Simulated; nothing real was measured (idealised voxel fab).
Process module under the name voxel transistor to metal
Each square cell in cross-section cut measures 5 nm, and the section as a whole is 195 nm wide.
Cross-section format: a grid of square cells, given as bands from top to bottom; each band is one or more rows of cells.
Heights first: top, then bottom, in nm. Then materials, left to right, each with a width in nm. "all across" on a single material: fills the band edge to edge. "empty": empty space.
Heights from 0 (as-received wafer is one material below). Bottom band endless downward, as "z 0 and below".
The two numbers in a width such as "30..40" mark its ends across the band: the first belongs to the top row of cells, the second to the bottom row, and from each row to the next the width moves by the same amount.
Where the words "changes: none" appear for a step, the cross-section shows no cell changed by that step; every cell remained as before.
"Enclosed internal voids" - sealed voids, min. 8 cells, no opening to top; format: width x height at distance (distance from left edge; nm throughout).
Text after the settings on a step's line: the simulator's own remark on that step.
overlay nm: step with mask; distance mask lay right of planned place; negative value = left of planned place.

[The planned process steps are enumerated hereunder]
1) op RECEIVE | material Si
2) op CONFORMAL_DEP | material SiO2 | thk nm 5
3) op CONFORMAL_DEP | material SiN | thk nm 10
4) op MASKED_ETCH | tone cover | mask id ACTIVE | width nm 125 | etch materials SiN | depth nm 10 | overlay nm 0
5) op MASKED_ETCH | tone cover | mask id ACTIVE | width nm 125 | etch materials SiO2 | depth nm 5 | overlay nm 0
6) op MASKED_ETCH | tone cover | mask id ACTIVE | width nm 125 | etch materials Si | depth nm 25 | overlay nm 0
7) op FILL_DEP | material SiO2 | thk nm 5
8) op CMP | height nm 15
9) op SELECTIVE_ETCH | etch materials SiO2 | depth nm 10
10) op STRIP | etch materials SiN
11) op SELECTIVE_ETCH | etch materials SiO2 | depth nm 5
12) op OXIDIZE | depth nm 5
13) op DIRECTIONAL_DEP | material polySi | thk nm 25
14) op DIRECTIONAL_DEP | material SiCN | thk nm 10
15) op PATTERN | tone cover | mask id GATE | material resist | width nm 25 | thk nm 15 | overlay nm 0
16) op DIRECTIONAL_ETCH | etch materials SiCN | depth nm 20
17) op DIRECTIONAL_ETCH | etch materials polySi | depth nm 35
18) op STRIP | etch materials resist
19) op CONFORMAL_DEP | material SiN | thk nm 10
20) op DIRECTIONAL_ETCH | etch materials SiN | depth nm 10
21) op DIRECTIONAL_ETCH | etch materials SiO2 | depth nm 5
22) op DIRECTIONAL_ETCH | etch materials Si | depth nm 5
23) op EPI | material SiGe | thk nm 10
24) op FILL_DEP | material SiO2 | thk nm 10
25) op CMP | height nm 35
26) op DIRECTIONAL_DEP | material SiO2 | thk nm 15
27) op DIRECTIONAL_DEP | material aC | thk nm 15
28) op PATTERN | tone open | mask id CONTACT | material resist | width nm 35 | pitch nm 70 | thk nm 30 | overlay nm 0
29) op DIRECTIONAL_ETCH | etch materials aC | depth nm 15
30) op STRIP | etch materials resist
31) op DIRECTIONAL_ETCH | etch materials SiO2 | depth nm 50
32) op STRIP | etch materials aC
33) op CONFORMAL_DEP | material TiN | thk nm 5
34) op FILL_DEP | material Ru | thk nm 10
35) op CMP | height nm 50
36) op CONFORMAL_DEP | material SiCN | thk nm 5
37) op DIRECTIONAL_DEP | material lowk | thk nm 20
38) op MASKED_ETCH | tone open | mask id METAL_1 | width nm 20 | pitch nm 85 | etch materials lowk | depth nm 20 | overlay nm 0
39) op MASKED_ETCH | tone open | mask id METAL_1 | width nm 20 | pitch nm 85 | etch materials SiCN | depth nm 5 | overlay nm 0
40) op CONFORMAL_DEP | material TiN | thk nm 5
41) op FILL_DEP | material W | thk nm 5
42) op CMP | height nm 75
43) op CONFORMAL_DEP | material SiCN | thk nm 5
44) op DIRECTIONAL_DEP | material SiO2 | thk nm 30
45) op PATTERN | tone open | mask id METAL_2 | material resist | width nm 20 | pitch nm 85 | thk nm 15 | overlay nm 0
46) op DIRECTIONAL_ETCH | etch materials SiO2 | depth nm 20
47) op STRIP | etch materials resist
48) op MASKED_ETCH | tone open | mask id METAL_2_HOLES | width nm 15 | pitch nm 85 | etch materials SiO2 | depth nm 10 | overlay nm 0
49) op MASKED_ETCH | tone open | mask id METAL_2_HOLES | width nm 15 | pitch nm 85 | etch materials SiCN | depth nm 5 | overlay nm 0
50) op CONFORMAL_DEP | material TiN | thk nm 5
51) op FILL_DEP | material Cu | thk nm 10
52) op CMP | height nm 110
53) op CONFORMAL_DEP | material SiN | thk nm 5

[The first of a set of two wafers, run to plan]

[Received-state cross-section, reflecting completion of step 1]
- z 0 and below: Si all across
- Enclosed internal voids: none

[Cross-section of the wafer subsequent to step 2]
- z 5 to 0: SiO2 all across
- Rest of section, below 0: as before.

[Cross-section of the wafer subsequent to step 3]
- z 15 to 5: SiN all across
- Rest of section, below 5: as before.

[Cross-section of the wafer subsequent to step 4]
- z 15 to 5: 35 empty, 125 SiN, 35 empty
- Rest of section, below 5: as before.

[Cross-section of the wafer subsequent to step 5]
- z 15 to 5: 35 empty, 125 SiN, 35 empty
- z 5 to 0: 35 empty, 125 SiO2, 35 empty
- Rest of section, below 0: as before.

[Cross-section of the wafer subsequent to step 6]
- z 15 to 5: 35 empty, 125 SiN, 35 empty
- z 5 to 0: 35 empty, 125 SiO2, 35 empty
- z 0 to -25: 35 empty, 125 Si, 35 empty
- Rest of section, below -25: as before.

[Cross-section of the wafer subsequent to step 7]
- z 20 to 15: SiO2 all across
- z 15 to 5: 35 SiO2, 125 SiN, 35 SiO2
- z 5 to 0: SiO2 all across
- z 0 to -25: 35 SiO2, 125 Si, 35 SiO2
- Rest of section, below -25: as before.

[Cross-section of the wafer subsequent to step 8]
- z 15 to 5: 35 SiO2, 125 SiN, 35 SiO2
- Rest of section, below 5: as before.

[Cross-section of the wafer subsequent to step 9]
- z 15 to 5: 35 empty, 125 SiN, 35 empty
- Rest of section, below 5: as before.

[Cross-section of the wafer subsequent to step 10]
- z 5 to 0: SiO2 all across
- Rest of section, below 0: as before.

[Cross-section of the wafer subsequent to step 11]
- z 0 to -25: 35 SiO2, 125 Si, 35 SiO2
- Rest of section, below -25: as before.

[Cross-section of the wafer subsequent to step 12]
- z 0 to -5: SiO2 all across
- Rest of section, below -5: as before.

[Cross-section of the wafer subsequent to step 13]
- z 25 to 0: polySi all across
- Rest of section, below 0: as before.

[Cross-section of the wafer subsequent to step 14]
- z 35 to 25: SiCN all across
- Rest of section, below 25: as before.

[Cross-section of the wafer subsequent to step 15]
- z 50 to 35: 85 empty, 25 resist, 85 empty
- Rest of section, below 35: as before.

[Cross-section of the wafer subsequent to step 16]
- z 50 to 35: 85 empty, 25 resist, 85 empty
- z 35 to 25: 85 empty, 25 SiCN, 85 empty
- Rest of section, below 25: as before.

[Cross-section of the wafer subsequent to step 17]
- z 50 to 35: 85 empty, 25 resist, 85 empty
- z 35 to 25: 85 empty, 25 SiCN, 85 empty
- z 25 to 0: 85 empty, 25 polySi, 85 empty
- Rest of section, below 0: as before.

[Cross-section of the wafer subsequent to step 18]
- z 35 to 25: 85 empty, 25 SiCN, 85 empty
- Rest of section, below 25: as before.

[Cross-section of the wafer subsequent to step 19]
- z 45 to 35: 75 empty, 45 SiN, 75 empty
- z 35 to 25: 75 empty, 10 SiN, 25 SiCN, 10 SiN, 75 empty
- z 25 to 10: 75 empty, 10 SiN, 25 polySi, 10 SiN, 75 empty
- z 10 to 0: 85 SiN, 25 polySi, 85 SiN
- Rest of section, below 0: as before.

[Cross-section of the wafer subsequent to step 20]
- z 35 to 25: 75 empty, 10 SiN, 25 SiCN, 10 SiN, 75 empty
- z 25 to 0: 75 empty, 10 SiN, 25 polySi, 10 SiN, 75 empty
- Rest of section, below 0: as before.

[Cross-section of the wafer subsequent to step 21]
- z 35 to 25: 75 empty, 10 SiN, 25 SiCN, 10 SiN, 75 empty
- z 25 to 0: 75 empty, 10 SiN, 25 polySi, 10 SiN, 75 empty
- z 0 to -5: 75 empty, 45 SiO2, 75 empty
- Rest of section, below -5: as before.

[Cross-section of the wafer subsequent to step 22]
- z 35 to 25: 75 empty, 10 SiN, 25 SiCN, 10 SiN, 75 empty
- z 25 to 0: 75 empty, 10 SiN, 25 polySi, 10 SiN, 75 empty
- z 0 to -5: 75 empty, 45 SiO2, 75 empty
- z -5 to -10: 35 SiO2, 40 empty, 45 Si, 40 empty, 35 SiO2
- Rest of section, below -10: as before.

[Cross-section of the wafer subsequent to step 23]
- z 35 to 25: 75 empty, 10 SiN, 25 SiCN, 10 SiN, 75 empty
- z 25 to 5: 75 empty, 10 SiN, 25 polySi, 10 SiN, 75 empty
- z 5 to 0: 65 empty, 10 SiGe, 10 SiN, 25 polySi, 10 SiN, 10 SiGe, 65 empty
- z 0 to -5: 30 empty, 45 SiGe, 45 SiO2, 45 SiGe, 30 empty
- z -5 to -10: 35 SiO2, 40 SiGe, 45 Si, 40 SiGe, 35 SiO2
- Rest of section, below -10: as before.

[Cross-section of the wafer subsequent to step 24]
- z 45 to 35: SiO2 all across
- z 35 to 25: 75 SiO2, 10 SiN, 25 SiCN, 10 SiN, 75 SiO2
- z 25 to 5: 75 SiO2, 10 SiN, 25 polySi, 10 SiN, 75 SiO2
- z 5 to 0: 65 SiO2, 10 SiGe, 10 SiN, 25 polySi, 10 SiN, 10 SiGe, 65 SiO2
- z 0 to -5: 30 SiO2, 45 SiGe, 45 SiO2, 45 SiGe, 30 SiO2
- Rest of section, below -5: as before.

[Cross-section of the wafer subsequent to step 25]
- z 35 to 25: 75 SiO2, 10 SiN, 25 SiCN, 10 SiN, 75 SiO2
- Rest of section, below 25: as before.

[Cross-section of the wafer subsequent to step 26]
- z 50 to 35: SiO2 all across
- Rest of section, below 35: as before.

[Cross-section of the wafer subsequent to step 27]
- z 65 to 50: aC all across
- Rest of section, below 50: as before.

[Cross-section of the wafer subsequent to step 28]
- z 95 to 65: 45 resist, 35 empty, 35 resist, 35 empty, 45 resist
- Rest of section, below 65: as before.

[Cross-section of the wafer subsequent to step 29]
- z 80 to 65: 45 resist, 35 empty, 35 resist, 35 empty, 45 resist
- z 65 to 50: 45 aC, 35 empty, 35 aC, 35 empty, 45 aC
- Rest of section, below 50: as before.

[Cross-section of the wafer subsequent to step 30]
- z 65 to 50: 45 aC, 35 empty, 35 aC, 35 empty, 45 aC
- Rest of section, below 50: as before.

[Cross-section of the wafer subsequent to step 31]
- z 65 to 50: 45 aC, 35 empty, 35 aC, 35 empty, 45 aC
- z 50 to 35: 45 SiO2, 35 empty, 35 SiO2, 35 empty, 45 SiO2
- z 35 to 25: 45 SiO2, 30 empty, 10 SiN, 25 SiCN, 10 SiN, 30 empty, 45 SiO2
- z 25 to 5: 45 SiO2, 30 empty, 10 SiN, 25 polySi, 10 SiN, 30 empty, 45 SiO2
- z 5 to 0: 45 SiO2, 20 empty, 10 SiGe, 10 SiN, 25 polySi, 10 SiN, 10 SiGe, 20 empty, 45 SiO2
- Rest of section, below 0: as before.

[Cross-section of the wafer subsequent to step 32]
- z 50 to 35: 45 SiO2, 35 empty, 35 SiO2, 35 empty, 45 SiO2
- Rest of section, below 35: as before.

[Cross-section of the wafer subsequent to step 33]
- z 55 to 50: 50 TiN, 25 empty, 45 TiN, 25 empty, 50 TiN
- z 50 to 40: 45 SiO2, 5 TiN, 25 empty, 5 TiN, 35 SiO2, 5 TiN, 25 empty, 5 TiN, 45 SiO2
- z 40 to 35: 45 SiO2, 5 TiN, 20 empty, 10 TiN, 35 SiO2, 10 TiN, 20 empty, 5 TiN, 45 SiO2
- z 35 to 25: 45 SiO2, 5 TiN, 20 empty, 5 TiN, 10 SiN, 25 SiCN, 10 SiN, 5 TiN, 20 empty, 5 TiN, 45 SiO2
- z 25 to 10: 45 SiO2, 5 TiN, 20 empty, 5 TiN, 10 SiN, 25 polySi, 10 SiN, 5 TiN, 20 empty, 5 TiN, 45 SiO2
- z 10 to 5: 45 SiO2, 5 TiN, 10 empty, 15 TiN, 10 SiN, 25 polySi, 10 SiN, 15 TiN, 10 empty, 5 TiN, 45 SiO2
- z 5 to 0: 45 SiO2, 20 TiN, 10 SiGe, 10 SiN, 25 polySi, 10 SiN, 10 SiGe, 20 TiN, 45 SiO2
- Rest of section, below 0: as before.

[Cross-section of the wafer subsequent to step 34]
- z 65 to 55: Ru all across
- z 55 to 50: 50 TiN, 25 Ru, 45 TiN, 25 Ru, 50 TiN
- z 50 to 40: 45 SiO2, 5 TiN, 25 Ru, 5 TiN, 35 SiO2, 5 TiN, 25 Ru, 5 TiN, 45 SiO2
- z 40 to 35: 45 SiO2, 5 TiN, 20 Ru, 10 TiN, 35 SiO2, 10 TiN, 20 Ru, 5 TiN, 45 SiO2
- z 35 to 25: 45 SiO2, 5 TiN, 20 Ru, 5 TiN, 10 SiN, 25 SiCN, 10 SiN, 5 TiN, 20 Ru, 5 TiN, 45 SiO2
- z 25 to 10: 45 SiO2, 5 TiN, 20 Ru, 5 TiN, 10 SiN, 25 polySi, 10 SiN, 5 TiN, 20 Ru, 5 TiN, 45 SiO2
- z 10 to 5: 45 SiO2, 5 TiN, 10 Ru, 15 TiN, 10 SiN, 25 polySi, 10 SiN, 15 TiN, 10 Ru, 5 TiN, 45 SiO2
- Rest of section, below 5: as before.

[Cross-section of the wafer subsequent to step 35]
- z 50 to 40: 45 SiO2, 5 TiN, 25 Ru, 5 TiN, 35 SiO2, 5 TiN, 25 Ru, 5 TiN, 45 SiO2
- Rest of section, below 40: as before.

[Cross-section of the wafer subsequent to step 36]
- z 55 to 50: SiCN all across
- Rest of section, below 50: as before.

[Cross-section of the wafer subsequent to step 37]
- z 75 to 55: lowk all across
- Rest of section, below 55: as before.

[Cross-section of the wafer subsequent to step 38]
- z 75 to 55: 45 lowk, 20 empty, 65 lowk, 20 empty, 45 lowk
- Rest of section, below 55: as before.

[Cross-section of the wafer subsequent to step 39]
- z 75 to 55: 45 lowk, 20 empty, 65 lowk, 20 empty, 45 lowk
- z 55 to 50: 45 SiCN, 20 empty, 65 SiCN, 20 empty, 45 SiCN
- Rest of section, below 50: as before.

[Cross-section of the wafer subsequent to step 40]
- z 80 to 75: 50 TiN, 10 empty, 75 TiN, 10 empty, 50 TiN
- z 75 to 55: 45 lowk, 5 TiN, 10 empty, 5 TiN, 65 lowk, 5 TiN, 10 empty, 5 TiN, 45 lowk
- z 55 to 50: 45 SiCN, 20 TiN, 65 SiCN, 20 TiN, 45 SiCN
- Rest of section, below 50: as before.

[Cross-section of the wafer subsequent to step 41]
- z 85 to 80: W all across
- z 80 to 75: 50 TiN, 10 W, 75 TiN, 10 W, 50 TiN
- z 75 to 55: 45 lowk, 5 TiN, 10 W, 5 TiN, 65 lowk, 5 TiN, 10 W, 5 TiN, 45 lowk
- Rest of section, below 55: as before.

[Cross-section of the wafer subsequent to step 42]
- z 75 to 55: 45 lowk, 5 TiN, 10 W, 5 TiN, 65 lowk, 5 TiN, 10 W, 5 TiN, 45 lowk
- Rest of section, below 55: as before.

[Cross-section of the wafer subsequent to step 43]
- z 80 to 75: SiCN all across
- Rest of section, below 75: as before.

[Cross-section of the wafer subsequent to step 44]
- z 110 to 80: SiO2 all across
- Rest of section, below 80: as before.

[Cross-section of the wafer subsequent to step 45]
- z 125 to 110: 45 resist, 20 empty, 65 resist, 20 empty, 45 resist
- Rest of section, below 110: as before.

[Cross-section of the wafer subsequent to step 46]
- z 125 to 110: 45 resist, 20 empty, 65 resist, 20 empty, 45 resist
- z 110 to 90: 45 SiO2, 20 empty, 65 SiO2, 20 empty, 45 SiO2
- Rest of section, below 90: as before.

[Cross-section of the wafer subsequent to step 47]
- z 110 to 90: 45 SiO2, 20 empty, 65 SiO2, 20 empty, 45 SiO2
- Rest of section, below 90: as before.

[Cross-section of the wafer subsequent to step 48]
- z 110 to 90: 45 SiO2, 20 empty, 65 SiO2, 20 empty, 45 SiO2
- z 90 to 80: 45 SiO2, 15 empty, 70 SiO2, 15 empty, 50 SiO2
- Rest of section, below 80: as before.

[Cross-section of the wafer subsequent to step 49]
- z 110 to 90: 45 SiO2, 20 empty, 65 SiO2, 20 empty, 45 SiO2
- z 90 to 80: 45 SiO2, 15 empty, 70 SiO2, 15 empty, 50 SiO2
- z 80 to 75: 45 SiCN, 15 empty, 70 SiCN, 15 empty, 50 SiCN
- Rest of section, below 75: as before.

[Cross-section of the wafer subsequent to step 50]
- z 115 to 110: 50 TiN, 10 empty, 75 TiN, 10 empty, 50 TiN
- z 110 to 95: 45 SiO2, 5 TiN, 10 empty, 5 TiN, 65 SiO2, 5 TiN, 10 empty, 5 TiN, 45 SiO2
- z 95 to 90: 45 SiO2, 5 TiN, 5 empty, 10 TiN, 65 SiO2, 5 TiN, 5 empty, 10 TiN, 45 SiO2
- z 90 to 80: 45 SiO2, 5 TiN, 5 empty, 5 TiN, 70 SiO2, 5 TiN, 5 empty, 5 TiN, 50 SiO2
- z 80 to 75: 45 SiCN, 15 TiN, 70 SiCN, 15 TiN, 50 SiCN
- Rest of section, below 75: as before.

[Cross-section of the wafer subsequent to step 51]
- z 125 to 115: Cu all across
- z 115 to 110: 50 TiN, 10 Cu, 75 TiN, 10 Cu, 50 TiN
- z 110 to 95: 45 SiO2, 5 TiN, 10 Cu, 5 TiN, 65 SiO2, 5 TiN, 10 Cu, 5 TiN, 45 SiO2
- z 95 to 90: 45 SiO2, 5 TiN, 5 Cu, 10 TiN, 65 SiO2, 5 TiN, 5 Cu, 10 TiN, 45 SiO2
- z 90 to 80: 45 SiO2, 5 TiN, 5 Cu, 5 TiN, 70 SiO2, 5 TiN, 5 Cu, 5 TiN, 50 SiO2
- Rest of section, below 80: as before.

[Cross-section of the wafer subsequent to step 52]
- z 110 to 95: 45 SiO2, 5 TiN, 10 Cu, 5 TiN, 65 SiO2, 5 TiN, 10 Cu, 5 TiN, 45 SiO2
- Rest of section, below 95: as before.

[Cross-section of the wafer subsequent to step 53]
- z 115 to 110: SiN all across
- Rest of section, below 110: as before.

[second wafer: like start, like plan, one mistake. Through step 14 it matches the first wafer]

[Second wafer, cut view, end of step 15 per plan]
- z 50 to 35: 75 empty, 25 resist, 95 empty
- Rest of section, below 35: as before.

[Second wafer, cut view, end of step 16 per plan]
- z 50 to 35: 75 empty, 25 resist, 95 empty
- z 35 to 25: 75 empty, 25 SiCN, 95 empty
- Rest of section, below 25: as before.

[Second wafer, cut view, end of step 17 per plan]
- z 50 to 35: 75 empty, 25 resist, 95 empty
- z 35 to 25: 75 empty, 25 SiCN, 95 empty
- z 25 to 0: 75 empty, 25 polySi, 95 empty
- Rest of section, below 0: as before.

[Second wafer, cut view, end of step 18 per plan]
- z 35 to 25: 75 empty, 25 SiCN, 95 empty
- Rest of section, below 25: as before.

[Second wafer, cut view, end of step 19 per plan]
- z 45 to 35: 65 empty, 45 SiN, 85 empty
- z 35 to 25: 65 empty, 10 SiN, 25 SiCN, 10 SiN, 85 empty
- z 25 to 10: 65 empty, 10 SiN, 25 polySi, 10 SiN, 85 empty
- z 10 to 0: 75 SiN, 25 polySi, 95 SiN
- Rest of section, below 0: as before.

[Second wafer, cut view, end of step 20 per plan]
- z 35 to 25: 65 empty, 10 SiN, 25 SiCN, 10 SiN, 85 empty
- z 25 to 0: 65 empty, 10 SiN, 25 polySi, 10 SiN, 85 empty
- Rest of section, below 0: as before.

[Second wafer, cut view, end of step 21 per plan]
- z 35 to 25: 65 empty, 10 SiN, 25 SiCN, 10 SiN, 85 empty
- z 25 to 0: 65 empty, 10 SiN, 25 polySi, 10 SiN, 85 empty
- z 0 to -5: 65 empty, 45 SiO2, 85 empty
- Rest of section, below -5: as before.

[Second wafer, cut view, end of step 22 per plan]
- z 35 to 25: 65 empty, 10 SiN, 25 SiCN, 10 SiN, 85 empty
- z 25 to 0: 65 empty, 10 SiN, 25 polySi, 10 SiN, 85 empty
- z 0 to -5: 65 empty, 45 SiO2, 85 empty
- z -5 to -10: 35 SiO2, 30 empty, 45 Si, 50 empty, 35 SiO2
- Rest of section, below -10: as before.

[Second wafer, cut view, end of step 23 per plan]
- z 35 to 25: 65 empty, 10 SiN, 25 SiCN, 10 SiN, 85 empty
- z 25 to 5: 65 empty, 10 SiN, 25 polySi, 10 SiN, 85 empty
- z 5 to 0: 55 empty, 10 SiGe, 10 SiN, 25 polySi, 10 SiN, 10 SiGe, 75 empty
- z 0 to -5: 30 empty, 35 SiGe, 45 SiO2, 55 SiGe, 30 empty
- z -5 to -10: 35 SiO2, 30 SiGe, 45 Si, 50 SiGe, 35 SiO2
- Rest of section, below -10: as before.

[Second wafer, cut view, end of step 24 per plan]
- z 45 to 35: SiO2 all across
- z 35 to 25: 65 SiO2, 10 SiN, 25 SiCN, 10 SiN, 85 SiO2
- z 25 to 5: 65 SiO2, 10 SiN, 25 polySi, 10 SiN, 85 SiO2
- z 5 to 0: 55 SiO2, 10 SiGe, 10 SiN, 25 polySi, 10 SiN, 10 SiGe, 75 SiO2
- z 0 to -5: 30 SiO2, 35 SiGe, 45 SiO2, 55 SiGe, 30 SiO2
- Rest of section, below -5: as before.

[Second wafer, cut view, end of step 25 per plan]
- z 35 to 25: 65 SiO2, 10 SiN, 25 SiCN, 10 SiN, 85 SiO2
- Rest of section, below 25: as before.

[Second wafer, cut view, end of step 26 per plan]
- z 50 to 35: SiO2 all across
- Rest of section, below 35: as before.

[Second wafer, cut view, end of step 27 per plan]
- z 65 to 50: aC all across
- Rest of section, below 50: as before.

[Second wafer, cut view, end of step 28 per plan]
- z 95 to 65: 45 resist, 35 empty, 35 resist, 35 empty, 45 resist
- Rest of section, below 65: as before.

[Second wafer, cut view, end of step 29 per plan]
- z 80 to 65: 45 resist, 35 empty, 35 resist, 35 empty, 45 resist
- z 65 to 50: 45 aC, 35 empty, 35 aC, 35 empty, 45 aC
- Rest of section, below 50: as before.

[Second wafer, cut view, end of step 30 per plan]
- z 65 to 50: 45 aC, 35 empty, 35 aC, 35 empty, 45 aC
- Rest of section, below 50: as before.

[Second wafer, cut view, end of step 31 per plan]
- z 65 to 50: 45 aC, 35 empty, 35 aC, 35 empty, 45 aC
- z 50 to 35: 45 SiO2, 35 empty, 35 SiO2, 35 empty, 45 SiO2
- z 35 to 25: 45 SiO2, 20 empty, 10 SiN, 25 SiCN, 10 SiN, 5 SiO2, 35 empty, 45 SiO2
- z 25 to 5: 45 SiO2, 20 empty, 10 SiN, 25 polySi, 10 SiN, 5 SiO2, 35 empty, 45 SiO2
- z 5 to 0: 45 SiO2, 10 empty, 10 SiGe, 10 SiN, 25 polySi, 10 SiN, 10 SiGe, 30 empty, 45 SiO2
- Rest of section, below 0: as before.

[Second wafer, cut view, end of step 32 per plan]
- z 50 to 35: 45 SiO2, 35 empty, 35 SiO2, 35 empty, 45 SiO2
- Rest of section, below 35: as before.

[Second wafer, cut view, end of step 33 per plan]
- z 55 to 50: 50 TiN, 25 empty, 45 TiN, 25 empty, 50 TiN
- z 50 to 40: 45 SiO2, 5 TiN, 25 empty, 5 TiN, 35 SiO2, 5 TiN, 25 empty, 5 TiN, 45 SiO2
- z 40 to 35: 45 SiO2, 5 TiN, 10 empty, 20 TiN, 35 SiO2, 5 TiN, 25 empty, 5 TiN, 45 SiO2
- z 35 to 25: 45 SiO2, 5 TiN, 10 empty, 5 TiN, 10 SiN, 25 SiCN, 10 SiN, 5 SiO2, 5 TiN, 25 empty, 5 TiN, 45 SiO2
- z 25 to 10: 45 SiO2, 5 TiN, 10 empty, 5 TiN, 10 SiN, 25 polySi, 10 SiN, 5 SiO2, 5 TiN, 25 empty, 5 TiN, 45 SiO2
- z 10 to 5: 45 SiO2, 20 TiN, 10 SiN, 25 polySi, 10 SiN, 5 SiO2, 10 TiN, 20 empty, 5 TiN, 45 SiO2
- z 5 to 0: 45 SiO2, 10 TiN, 10 SiGe, 10 SiN, 25 polySi, 10 SiN, 10 SiGe, 30 TiN, 45 SiO2
- Rest of section, below 0: as before.

[Second wafer, cut view, end of step 34 per plan]
- z 65 to 55: Ru all across
- z 55 to 50: 50 TiN, 25 Ru, 45 TiN, 25 Ru, 50 TiN
- z 50 to 40: 45 SiO2, 5 TiN, 25 Ru, 5 TiN, 35 SiO2, 5 TiN, 25 Ru, 5 TiN, 45 SiO2
- z 40 to 35: 45 SiO2, 5 TiN, 10 Ru, 20 TiN, 35 SiO2, 5 TiN, 25 Ru, 5 TiN, 45 SiO2
- z 35 to 25: 45 SiO2, 5 TiN, 10 Ru, 5 TiN, 10 SiN, 25 SiCN, 10 SiN, 5 SiO2, 5 TiN, 25 Ru, 5 TiN, 45 SiO2
- z 25 to 10: 45 SiO2, 5 TiN, 10 Ru, 5 TiN, 10 SiN, 25 polySi, 10 SiN, 5 SiO2, 5 TiN, 25 Ru, 5 TiN, 45 SiO2
- z 10 to 5: 45 SiO2, 20 TiN, 10 SiN, 25 polySi, 10 SiN, 5 SiO2, 10 TiN, 20 Ru, 5 TiN, 45 SiO2
- Rest of section, below 5: as before.

[Second wafer, cut view, end of step 35 per plan]
- z 50 to 40: 45 SiO2, 5 TiN, 25 Ru, 5 TiN, 35 SiO2, 5 TiN, 25 Ru, 5 TiN, 45 SiO2
- Rest of section, below 40: as before.

[Second wafer, cut view, end of step 36 per plan]
- z 55 to 50: SiCN all across
- Rest of section, below 50: as before.

[Second wafer, cut view, end of step 37 per plan]
- z 75 to 55: lowk all across
- Rest of section, below 55: as before.

[Second wafer, cut view, end of step 38 per plan]
- z 75 to 55: 45 lowk, 20 empty, 65 lowk, 20 empty, 45 lowk
- Rest of section, below 55: as before.

[Second wafer, cut view, end of step 39 per plan]
- z 75 to 55: 45 lowk, 20 empty, 65 lowk, 20 empty, 45 lowk
- z 55 to 50: 45 SiCN, 20 empty, 65 SiCN, 20 empty, 45 SiCN
- Rest of section, below 50: as before.

[Second wafer, cut view, end of step 40 per plan]
- z 80 to 75: 50 TiN, 10 empty, 75 TiN, 10 empty, 50 TiN
- z 75 to 55: 45 lowk, 5 TiN, 10 empty, 5 TiN, 65 lowk, 5 TiN, 10 empty, 5 TiN, 45 lowk
- z 55 to 50: 45 SiCN, 20 TiN, 65 SiCN, 20 TiN, 45 SiCN
- Rest of section, below 50: as before.

[Second wafer, cut view, end of step 41 per plan]
- z 85 to 80: W all across
- z 80 to 75: 50 TiN, 10 W, 75 TiN, 10 W, 50 TiN
- z 75 to 55: 45 lowk, 5 TiN, 10 W, 5 TiN, 65 lowk, 5 TiN, 10 W, 5 TiN, 45 lowk
- Rest of section, below 55: as before.

[Second wafer, cut view, end of step 42 per plan]
- z 75 to 55: 45 lowk, 5 TiN, 10 W, 5 TiN, 65 lowk, 5 TiN, 10 W, 5 TiN, 45 lowk
- Rest of section, below 55: as before.

[Second wafer, cut view, end of step 43 per plan]
- z 80 to 75: SiCN all across
- Rest of section, below 75: as before.

[Second wafer, cut view, end of step 44 per plan]
- z 110 to 80: SiO2 all across
- Rest of section, below 80: as before.

[Second wafer, cut view, end of step 45 per plan]
- z 125 to 110: 45 resist, 20 empty, 65 resist, 20 empty, 45 resist
- Rest of section, below 110: as before.

[Second wafer, cut view, end of step 46 per plan]
- z 125 to 110: 45 resist, 20 empty, 65 resist, 20 empty, 45 resist
- z 110 to 90: 45 SiO2, 20 empty, 65 SiO2, 20 empty, 45 SiO2
- Rest of section, below 90: as before.

[Second wafer, cut view, end of step 47 per plan]
- z 110 to 90: 45 SiO2, 20 empty, 65 SiO2, 20 empty, 45 SiO2
- Rest of section, below 90: as before.

[Second wafer, cut view, end of step 48 per plan]
- z 110 to 90: 45 SiO2, 20 empty, 65 SiO2, 20 empty, 45 SiO2
- z 90 to 80: 45 SiO2, 15 empty, 70 SiO2, 15 empty, 50 SiO2
- Rest of section, below 80: as before.

[Second wafer, cut view, end of step 49 per plan]
- z 110 to 90: 45 SiO2, 20 empty, 65 SiO2, 20 empty, 45 SiO2
- z 90 to 80: 45 SiO2, 15 empty, 70 SiO2, 15 empty, 50 SiO2
- z 80 to 75: 45 SiCN, 15 empty, 70 SiCN, 15 empty, 50 SiCN
- Rest of section, below 75: as before.

[Second wafer, cut view, end of step 50 per plan]
- z 115 to 110: 50 TiN, 10 empty, 75 TiN, 10 empty, 50 TiN
- z 110 to 95: 45 SiO2, 5 TiN, 10 empty, 5 TiN, 65 SiO2, 5 TiN, 10 empty, 5 TiN, 45 SiO2
- z 95 to 90: 45 SiO2, 5 TiN, 5 empty, 10 TiN, 65 SiO2, 5 TiN, 5 empty, 10 TiN, 45 SiO2
- z 90 to 80: 45 SiO2, 5 TiN, 5 empty, 5 TiN, 70 SiO2, 5 TiN, 5 empty, 5 TiN, 50 SiO2
- z 80 to 75: 45 SiCN, 15 TiN, 70 SiCN, 15 TiN, 50 SiCN
- Rest of section, below 75: as before.

[Second wafer, cut view, end of step 51 per plan]
- z 125 to 115: Cu all across
- z 115 to 110: 50 TiN, 10 Cu, 75 TiN, 10 Cu, 50 TiN
- z 110 to 95: 45 SiO2, 5 TiN, 10 Cu, 5 TiN, 65 SiO2, 5 TiN, 10 Cu, 5 TiN, 45 SiO2
- z 95 to 90: 45 SiO2, 5 TiN, 5 Cu, 10 TiN, 65 SiO2, 5 TiN, 5 Cu, 10 TiN, 45 SiO2
- z 90 to 80: 45 SiO2, 5 TiN, 5 Cu, 5 TiN, 70 SiO2, 5 TiN, 5 Cu, 5 TiN, 50 SiO2
- Rest of section, below 80: as before.

[Second wafer, cut view, end of step 52 per plan]
- z 110 to 95: 45 SiO2, 5 TiN, 10 Cu, 5 TiN, 65 SiO2, 5 TiN, 10 Cu, 5 TiN, 45 SiO2
- Rest of section, below 95: as before.

[Second wafer, cut view, end of step 53 per plan]
- z 115 to 110: SiN all across
- Rest of section, below 110: as before.
The plan and the run diverged here: the process deviated at step 15: the operation and settings actually run there were op PATTERN | tone cover | mask id GATE | material resist | width nm 25 | thk nm 15 | overlay nm -10
Final cells, second wafer relative to first, materials higher or lower: -6 Ru, +6 SiO2
